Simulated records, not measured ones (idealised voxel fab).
You're looking at the process module voxel released beams.
Cross-sectional view cut (width: 175 nm; square cell size: 5 nm).
Cross-section = grid of square cells, listed top down in bands; band = one or more rows.
Heads up on the band format: heights come first, top then bottom, in nm. After that it's the materials left to right, each with its width in nm. A single material flagged "everywhere" fills the whole band edge to edge, and "air" means there's empty space there.
Height datum 0, below which the as-received substrate wafer is one material. Lowest band open at the bottom, running downward: "0 -> down".
Per-row width for "30 to 40": begins at first number (top row of band), ends at second number (bottom row), increment between rows held constant.
Step marked "remained unchanged"? Then no cell in the cross-section changed in it.
Closed-off voids of 8+ cells (no open route to the top) go in "Voids, fully enclosed", written width x height at distance from the left edge, in nm.
It should be noted that, on the line of a given step, the content following the step's settings is a remark produced by the simulator itself with respect to that step.
The "overlay nm" setting may appear on a step's line; for a step that uses a mask, it gives how far to the right of its planned position the mask lay, and a negative value indicates the left.
### Steps in the process plan
- 1: RECEIVE [material Si]
- 2: CONFORMAL_DEP [material SiN] [thk nm 5]
- 3: DIRECTIONAL_DEP [material SiO2] [thk nm 15]
- 4: PATTERN [tone open] [mask id ANCHOR] [material resist] [width nm 25] [thk nm 15] [overlay nm 0]
- 5: DIRECTIONAL_ETCH [etch materials SiO2] [depth nm 15]
- 6: STRIP [etch materials resist]
- 7: CONFORMAL_DEP [material TiN] [thk nm 10]
- 8: DIRECTIONAL_DEP [material aC] [thk nm 15]
- 9: PATTERN [tone cover] [mask id BEAM] [material resist] [width nm 95] [thk nm 30] [overlay nm 0]
- 10: DIRECTIONAL_ETCH [etch materials aC] [depth nm 15]
- 11: STRIP [etch materials resist]
- 12: DIRECTIONAL_ETCH [etch materials TiN] [depth nm 10]
- 13: STRIP [etch materials aC]
- 14: STRIP [etch materials SiO2]
### Wafer, first of two, run as planned
### Received-state cross-section, reflecting completion of step 1
0 -> down = Si everywhere
Voids, fully enclosed: none
### After step 2, in cross-section
5 -> 0 = SiN everywhere
Below 0 it's all the same as before, nothing changed down there.
### After step 3, in cross-section
20 -> 5 = SiO2 everywhere
Below 5 it's all the same as before, nothing changed down there.
### After step 4, in cross-section
35 -> 20 = resist=40  air=25  resist=110
Below 20 it's all the same as before, nothing changed down there.
### After step 5, in cross-section
35 -> 20 = resist=40  air=25  resist=110
20 -> 5 = SiO2=40  air=25  SiO2=110
Below 5 it's all the same as before, nothing changed down there.
### After step 6, in cross-section
20 -> 5 = SiO2=40  air=25  SiO2=110
Below 5 it's all the same as before, nothing changed down there.
### After step 7, in cross-section
30 -> 20 = TiN=50  air=5  TiN=120
20 -> 15 = SiO2=40  TiN=10  air=5  TiN=10  SiO2=110
15 -> 5 = SiO2=40  TiN=25  SiO2=110
Below 5 it's all the same as before, nothing changed down there.
### After step 8, in cross-section
45 -> 30 = aC=50  air=5  aC=120
30 -> 20 = TiN=50  aC=5  TiN=120
20 -> 15 = SiO2=40  TiN=10  aC=5  TiN=10  SiO2=110
Below 15 it's all the same as before, nothing changed down there.
### After step 9, in cross-section
75 -> 45 = air=35  resist=95  air=45
45 -> 30 = aC=50  resist=5  aC=120
Below 30 it's all the same as before, nothing changed down there.
### After step 10, in cross-section
60 -> 45 = air=35  resist=95  air=45
45 -> 30 = air=35  aC=15  resist=5  aC=75  air=45
Below 30 it's all the same as before, nothing changed down there.
### After step 11, in cross-section
45 -> 30 = air=35  aC=15  air=5  aC=75  air=45
Below 30 it's all the same as before, nothing changed down there.
### After step 12, in cross-section
45 -> 30 = air=35  aC=15  air=5  aC=75  air=45
30 -> 20 = air=35  TiN=15  aC=5  TiN=75  air=45
Below 20 it's all the same as before, nothing changed down there.
### After step 13, in cross-section
30 -> 20 = air=35  TiN=15  air=5  TiN=75  air=45
20 -> 15 = SiO2=40  TiN=10  air=5  TiN=10  SiO2=110
Below 15 it's all the same as before, nothing changed down there.
### After step 14, in cross-section
30 -> 20 = air=35  TiN=15  air=5  TiN=75  air=45
20 -> 15 = air=40  TiN=10  air=5  TiN=10  air=110
15 -> 5 = air=40  TiN=25  air=110
Below 5 it's all the same as before, nothing changed down there.
### The second wafer: identical to the first at the outset and in its planned sequence, differing only in that one mistake was made during processing; up to and including step 6, its path is the first wafer's path
### Cross-section, second wafer, at the end time the plan gives for step 7
35 -> 20 = TiN everywhere
20 -> 5 = SiO2=40  TiN=25  SiO2=110
Below 5 it's all the same as before, nothing changed down there.
### Cross-section, second wafer, at the end time the plan gives for step 8
50 -> 35 = aC everywhere
Below 35 it's all the same as before, nothing changed down there.
### Cross-section, second wafer, at the end time the plan gives for step 9
80 -> 50 = air=35  resist=95  air=45
Below 50 it's all the same as before, nothing changed down there.
### Cross-section, second wafer, at the end time the plan gives for step 10
65 -> 50 = air=35  resist=95  air=45
50 -> 35 = air=35  aC=95  air=45
Below 35 it's all the same as before, nothing changed down there.
### Cross-section, second wafer, at the end time the plan gives for step 11
50 -> 35 = air=35  aC=95  air=45
Below 35 it's all the same as before, nothing changed down there.
### Cross-section, second wafer, at the end time the plan gives for step 12
50 -> 35 = air=35  aC=95  air=45
35 -> 25 = air=35  TiN=95  air=45
Below 25 it's all the same as before, nothing changed down there.
### Cross-section, second wafer, at the end time the plan gives for step 13
35 -> 25 = air=35  TiN=95  air=45
Below 25 it's all the same as before, nothing changed down there.
Cross-section, second wafer, at the end time the plan gives for step 14: remained unchanged
Processing error: planned and actual differ for step 7; actual: CONFORMAL_DEP [material TiN] [thk nm 15]
Final difference in cells, second wafer against first, listed per material as more or fewer: SiO2: 90 more | TiN: 38 more
